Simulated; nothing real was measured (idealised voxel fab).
process module | voxel ribs on slabs
cross-section cut | 275 nm wide | cells 5 nm
A cross-section is a grid of square cells, given in bands from the top down. A band is one or more rows of cells.
Each band's line starts with the height of the band's top and of its bottom, in nm. Then come its materials from left to right, each with its width in nm. One material with "throughout" fills the band from edge to edge. "air" is empty space.
Height 0 is the level under which the wafer as received is all one material. The lowest band goes on downwards, as in "0 down".
A width such as "30 to 40" changes by the same amount from each row of cells to the next, from the band's top row to its bottom row.
"no change" after a step means that no cell of the cross-section changed.
closed voids: empty space of 8 cells or more with no open way to the top, each as width x height at its distance from the left edge, in nm
after a step's settings: what the simulator itself notes on the step
overlay nm, on a step with a mask: how far to the right of its planned place the mask lay; to the left if negative
plan
1 op RECEIVE | material Si
2 op DIRECTIONAL_DEP | material SiO2 | thk nm 20
3 op DIRECTIONAL_DEP | material SiN | thk nm 15
4 op PATTERN | tone cover | mask id RIB | material resist | width nm 25 | thk nm 20 | overlay nm 0
5 op DIRECTIONAL_ETCH | etch materials SiN | depth nm 10
6 op STRIP | etch materials resist
7 op DIRECTIONAL_DEP | material aC | thk nm 10
8 op PATTERN | tone cover | mask id SLAB | material resist | width nm 75 | thk nm 25 | overlay nm 0
9 op DIRECTIONAL_ETCH | etch materials aC | depth nm 10
10 op STRIP | etch materials resist
11 op DIRECTIONAL_ETCH | etch materials SiN | depth nm 5
12 op STRIP | etch materials aC
13 op FILL_DEP | material SiO2 | thk nm 30
14 op CMP | height nm 55
15 op DIRECTIONAL_DEP | material TiN | thk nm 10
16 op PATTERN | tone cover | mask id HEATER | material resist | width nm 35 | thk nm 15 | overlay nm 0
17 op DIRECTIONAL_ETCH | etch materials TiN | depth nm 10
18 op STRIP | etch materials resist
19 op CONFORMAL_DEP | material SiN | thk nm 5
as received, after step 1
  0 down: Si throughout
  closed voids: none
first wafer at the end, as planned
  70 to 65: air 115 | SiN 45 | air 115
  65 to 60: air 115 | SiN 5 | TiN 35 | SiN 5 | air 115
  60 to 55: SiN 120 | TiN 35 | SiN 120
  55 to 35: SiO2 throughout
  35 to 25: SiO2 125 | SiN 25 | SiO2 125
  25 to 20: SiO2 100 | SiN 75 | SiO2 100
  20 to 0: SiO2 throughout
  0 down: Si throughout
  closed voids: none
second wafer at the end: like start, like plan, one mistake
  70 to 65: air 115 | aC 45 | air 115
  65 to 60: air 115 | aC 5 | TiN 35 | aC 5 | air 115
  60 to 55: aC 120 | TiN 35 | aC 120
  55 to 35: SiO2 throughout
  35 to 25: SiO2 125 | SiN 25 | SiO2 125
  25 to 20: SiO2 100 | SiN 75 | SiO2 100
  20 to 0: SiO2 throughout
  0 down: Si throughout
  closed voids: none
what went wrong: step 19 ran as: op CONFORMAL_DEP | material aC | thk nm 5
at the end the second wafer has, in cells: 59 fewer of SiN | 59 more of aC
